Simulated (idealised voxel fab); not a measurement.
voxel wiring stack: a process module
Each square cell in cross-section cut measures 5 nm, and the section as a whole is 215 nm wide.
The cross-sections in this document take the form of a grid made of square cells. They are written out as bands, in order from top to bottom. Each band consists of one or more rows of cells.
Band: top and bottom heights (nm) first, top before bottom; then materials from left to right, widths in nm. "full width" marks a sole material filling the band edge to edge. "blank" denotes empty space.
Basically, 0 is our baseline, since under it the wafer straight out of the box is all one material. The bottom band has no lower end and keeps on going down, so it looks like "0 nm and below".
Note: "30->40" means the width goes from the first number (top row of the band) to the second number (bottom row) in equal steps per row of cells.
When a step is marked "remained unchanged", none of the cells in the cross-section changed during that step.
Entry "Enclosed internal voids". Content: empty spaces with no open connection to the top, size 8 cells or greater. Each: width x height at distance. Distance: from left edge. Unit: nm.
If you see something after the settings on a step's line, that's the simulator's own remark about that step.
overlay nm: where the mask lay relative to plan, measured to the right, on steps with a mask; negatives go left.

PROCESS STEPS (PLANNED)
1) RECEIVE: material Si
2) CONFORMAL_DEP: material SiO2, thk nm 15
3) DIRECTIONAL_DEP: material TiN, thk nm 5
4) DIRECTIONAL_DEP: material W, thk nm 25
5) PATTERN: tone cover, mask id METAL_1, material resist, width nm 25, pitch nm 40, thk nm 15, overlay nm 0
6) DIRECTIONAL_ETCH: etch materials W, depth nm 25
7) DIRECTIONAL_ETCH: etch materials TiN, depth nm 5
8) STRIP: etch materials resist
9) FILL_DEP: material lowk, thk nm 10
10) CMP: height nm 45
11) CONFORMAL_DEP: material SiCN, thk nm 5
12) DIRECTIONAL_DEP: material SiO2, thk nm 30
13) DIRECTIONAL_DEP: material aC, thk nm 10
14) PATTERN: tone open, mask id METAL_2, material resist, width nm 25, pitch nm 40, thk nm 25, overlay nm 0
15) DIRECTIONAL_ETCH: etch materials aC, depth nm 10
16) STRIP: etch materials resist
17) DIRECTIONAL_ETCH: etch materials SiO2, depth nm 15
18) STRIP: etch materials aC
19) MASKED_ETCH: tone open, mask id METAL_2_HOLES, width nm 15, pitch nm 40, etch materials SiO2, depth nm 15, overlay nm 0
20) MASKED_ETCH: tone open, mask id METAL_2_HOLES, width nm 15, pitch nm 40, etch materials SiCN, depth nm 5, overlay nm 0
21) CONFORMAL_DEP: material TiN, thk nm 5
22) FILL_DEP: material Cu, thk nm 10
23) CMP: height nm 70
24) CONFORMAL_DEP: material SiN, thk nm 5
Quick note for whoever runs this: the wafers start identical, but the height nm at step 23 isn't the same across them. The plan just shows what the first wafer had.

FIRST OF SEVERAL WAFERS (AS RECEIVED, POST STEP 1), CROSS-SECTIONAL VIEW
- 0 nm and below | Si full width
- Enclosed internal voids: none

HERE IS THE CROSS-SECTION OF THE FIRST OF SEVERAL WAFERS AT THE END OF THE MODULE, AFTER ITS LAST STEP, STEP 24
- 75 nm to 70 nm | SiN full width
- 70 nm to 65 nm | 35 SiO2  5 TiN  5 Cu  15 TiN  15 SiO2  5 TiN  5 Cu  15 TiN  15 SiO2  5 TiN  5 Cu  15 TiN  15 SiO2  5 TiN  5 Cu  15 TiN  35 SiO2
- 65 nm to 50 nm | 35 SiO2  5 TiN  5 Cu  5 TiN  25 SiO2  5 TiN  5 Cu  5 TiN  25 SiO2  5 TiN  5 Cu  5 TiN  25 SiO2  5 TiN  5 Cu  5 TiN  45 SiO2
- 50 nm to 45 nm | 35 SiCN  15 TiN  25 SiCN  15 TiN  25 SiCN  15 TiN  25 SiCN  15 TiN  45 SiCN
- 45 nm to 20 nm | 35 lowk  25 W  15 lowk  25 W  15 lowk  25 W  15 lowk  25 W  35 lowk
- 20 nm to 15 nm | 35 lowk  25 TiN  15 lowk  25 TiN  15 lowk  25 TiN  15 lowk  25 TiN  35 lowk
- 15 nm to 0 nm | SiO2 full width
- 0 nm and below | Si full width
- Enclosed internal voids: none

CROSS-SECTION, LAST WAFER, MODULE COMPLETION
- 100 nm to 95 nm | SiN full width
- 95 nm to 85 nm | Cu full width
- 85 nm to 80 nm | 40 TiN  15 Cu  25 TiN  15 Cu  25 TiN  15 Cu  25 TiN  15 Cu  40 TiN
- 80 nm to 70 nm | 35 SiO2  5 TiN  15 Cu  5 TiN  15 SiO2  5 TiN  15 Cu  5 TiN  15 SiO2  5 TiN  15 Cu  5 TiN  15 SiO2  5 TiN  15 Cu  5 TiN  35 SiO2
- 70 nm to 65 nm | 35 SiO2  5 TiN  5 Cu  15 TiN  15 SiO2  5 TiN  5 Cu  15 TiN  15 SiO2  5 TiN  5 Cu  15 TiN  15 SiO2  5 TiN  5 Cu  15 TiN  35 SiO2
- 65 nm to 50 nm | 35 SiO2  5 TiN  5 Cu  5 TiN  25 SiO2  5 TiN  5 Cu  5 TiN  25 SiO2  5 TiN  5 Cu  5 TiN  25 SiO2  5 TiN  5 Cu  5 TiN  45 SiO2
- 50 nm to 45 nm | 35 SiCN  15 TiN  25 SiCN  15 TiN  25 SiCN  15 TiN  25 SiCN  15 TiN  45 SiCN
- 45 nm to 20 nm | 35 lowk  25 W  15 lowk  25 W  15 lowk  25 W  15 lowk  25 W  35 lowk
- 20 nm to 15 nm | 35 lowk  25 TiN  15 lowk  25 TiN  15 lowk  25 TiN  15 lowk  25 TiN  35 lowk
- 15 nm to 0 nm | SiO2 full width
- 0 nm and below | Si full width
- Enclosed internal voids: none

ROW PER WAFER, END-OF-MODULE: CELL GAIN (+)/LOSS (-) BY MATERIAL SINCE THE WAFER CAME IN, THEN CLOSED VOIDS
height nm 70, +16 Cu, +31 SiCN, +43 SiN, +245 SiO2, +72 TiN, +100 W, +138 lowk, Enclosed internal voids: none
height nm 75, +28 Cu, +31 SiCN, +43 SiN, +268 SiO2, +80 TiN, +100 W, +138 lowk, Enclosed internal voids: none
height nm 80, +40 Cu, +31 SiCN, +43 SiN, +291 SiO2, +88 TiN, +100 W, +138 lowk, Enclosed internal voids: none
height nm 85, +52 Cu, +31 SiCN, +43 SiN, +291 SiO2, +119 TiN, +100 W, +138 lowk, Enclosed internal voids: none
height nm 90, +95 Cu, +31 SiCN, +43 SiN, +291 SiO2, +119 TiN, +100 W, +138 lowk, Enclosed internal voids: none
height nm 95, +138 Cu, +31 SiCN, +43 SiN, +291 SiO2, +119 TiN, +100 W, +138 lowk, Enclosed internal voids: none
